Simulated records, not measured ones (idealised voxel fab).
The process module that follows is named voxel wiring stack.
It is cross-section cut that appears here, measuring 275 nm in width, its square cells being 5 nm in size.
Bands, listed from the top down, are how a cross-section gets written in this document; the cross-section itself is a grid of square cells, and a band is one or more rows of them. It is stipulated that each band's entry specify, in nanometres, the height of the top of the band and then that of its bottom, followed by the materials of the band in left-to-right sequence, each together with its width in nanometres. A single material marked by the word "everywhere" is understood to fill the band from edge to edge; the word "empty" is understood to denote empty space. The level at which height equals 0 is the one under which the wafer, as it arrives, is entirely one material. No lower edge exists for the bottom band, which continues downward and is notated as in "from 0 down". Width: "30->40" (first number = top row, second number = bottom row, same change from row to row of cells). "nothing altered" after a step means that no cell of the cross-section changed. For the entry "Closed void list", the listed items are empty spaces with no open way to the top whose size is 8 cells or more; each item follows the pattern width x height at distance, where distance is from the left edge and all three are in nm. On each step's line, the part that comes after the settings is the simulator's own comment on the step. When a step includes a mask, the "overlay nm" setting on its line states how far to the right of its planned place that mask lay, and negative values state how far to the left.
# Planned step list for the process
1 RECEIVE, material Si
2 CONFORMAL_DEP, material SiO2, thk nm 10
3 DIRECTIONAL_DEP, material TiN, thk nm 5
4 DIRECTIONAL_DEP, material W, thk nm 25
5 PATTERN, tone cover, mask id METAL_1, material resist, width nm 20, pitch nm 35, thk nm 15, overlay nm 0
6 DIRECTIONAL_ETCH, etch materials W, depth nm 25
7 DIRECTIONAL_ETCH, etch materials TiN, depth nm 5
8 STRIP, etch materials resist
9 FILL_DEP, material lowk, thk nm 5
10 CMP, height nm 40
11 CONFORMAL_DEP, material SiCN, thk nm 5
12 DIRECTIONAL_DEP, material SiO2, thk nm 15
13 PATTERN, tone open, mask id PLUG_1, material resist, width nm 15, pitch nm 70, thk nm 20, overlay nm 0
14 DIRECTIONAL_ETCH, etch materials SiO2, depth nm 15
15 DIRECTIONAL_ETCH, etch materials SiCN, depth nm 5
16 STRIP, etch materials resist
17 EPI, material Ru, thk nm 10
18 EPI, material Ru, thk nm 10
19 DIRECTIONAL_DEP, material TiN, thk nm 5
20 DIRECTIONAL_DEP, material W, thk nm 25
21 DIRECTIONAL_DEP, material aC, thk nm 15
22 PATTERN, tone cover, mask id METAL_2, material resist, width nm 20, pitch nm 35, thk nm 30, overlay nm 0
23 DIRECTIONAL_ETCH, etch materials aC, depth nm 15
24 STRIP, etch materials resist
25 DIRECTIONAL_ETCH, etch materials W, depth nm 25
26 DIRECTIONAL_ETCH, etch materials TiN, depth nm 5
27 STRIP, etch materials aC
28 FILL_DEP, material lowk, thk nm 5
29 CMP, height nm 90
30 CONFORMAL_DEP, material SiCN, thk nm 5
31 DIRECTIONAL_DEP, material SiO2, thk nm 10
32 DIRECTIONAL_DEP, material aC, thk nm 10
33 PATTERN, tone open, mask id PLUG_2, material resist, width nm 15, pitch nm 70, thk nm 25, overlay nm 0
34 DIRECTIONAL_ETCH, etch materials aC, depth nm 10
35 STRIP, etch materials resist
36 DIRECTIONAL_ETCH, etch materials SiO2, depth nm 10
37 DIRECTIONAL_ETCH, etch materials SiCN, depth nm 5
38 STRIP, etch materials aC
39 CONFORMAL_DEP, material TiN, thk nm 5
40 FILL_DEP, material Ru, thk nm 5
41 CMP, height nm 105
42 CONFORMAL_DEP, material SiN, thk nm 5
43 DIRECTIONAL_DEP, material SiO2, thk nm 15
44 PATTERN, tone open, mask id METAL_3, material resist, width nm 20, pitch nm 35, thk nm 20, overlay nm 0
45 DIRECTIONAL_ETCH, etch materials SiO2, depth nm 15
46 DIRECTIONAL_ETCH, etch materials SiN, depth nm 5
47 STRIP, etch materials resist
48 CONFORMAL_DEP, material TiN, thk nm 5
49 FILL_DEP, material Cu, thk nm 10
50 CMP, height nm 125
51 EPI, material Ru, thk nm 5
52 FILL_DEP, material SiCN, thk nm 5
# Cross-sectional view of the wafer in its as-received condition, corresponding to the state after step 1
  from 0 down: Si everywhere
  Closed void list: none
# Module complete, cross-section. Starting point and plan per above. One mistake made in running the module
  from 135 to 130: SiCN everywhere
  from 130 to 125: Ru everywhere
  from 125 to 120: Cu everywhere
  from 120 to 115: TiN (95) / Cu (10) / TiN (25) / Cu (10) / TiN (25) / Cu (10) / TiN (100)
  from 115 to 110: SiO2 (90) / TiN (5) / Cu (10) / TiN (5) / SiO2 (15) / TiN (5) / Cu (10) / TiN (5) / SiO2 (15) / TiN (5) / Cu (10) / TiN (5) / SiO2 (95)
  from 110 to 105: SiN (90) / TiN (20) / SiN (15) / TiN (20) / SiN (15) / TiN (20) / SiN (95)
  from 105 to 95: SiO2 (90) / TiN (5) / Ru (5) / TiN (5) / SiO2 (55) / TiN (5) / Ru (5) / TiN (5) / SiO2 (100)
  from 95 to 90: SiCN (90) / TiN (15) / SiCN (55) / TiN (15) / SiCN (100)
  from 90 to 65: lowk (90) / W (20) / lowk (15) / W (20) / lowk (15) / W (20) / lowk (95)
  from 65 to 60: lowk (90) / TiN (20) / lowk (15) / TiN (20) / lowk (15) / TiN (20) / lowk (95)
  from 60 to 45: SiO2 (90) / Ru (15) / SiO2 (55) / Ru (15) / SiO2 (100)
  from 45 to 40: SiCN (90) / Ru (15) / SiCN (55) / Ru (15) / SiCN (100)
  from 40 to 15: lowk (90) / W (20) / lowk (15) / W (20) / lowk (15) / W (20) / lowk (95)
  from 15 to 10: lowk (90) / TiN (20) / lowk (15) / TiN (20) / lowk (15) / TiN (20) / lowk (95)
  from 10 to 0: SiO2 everywhere
  from 0 down: Si everywhere
  Closed void list: none
Against the plan, the run slipped here: the process deviated at step 43: the operation and settings actually run there were DIRECTIONAL_DEP, material SiO2, thk nm 5
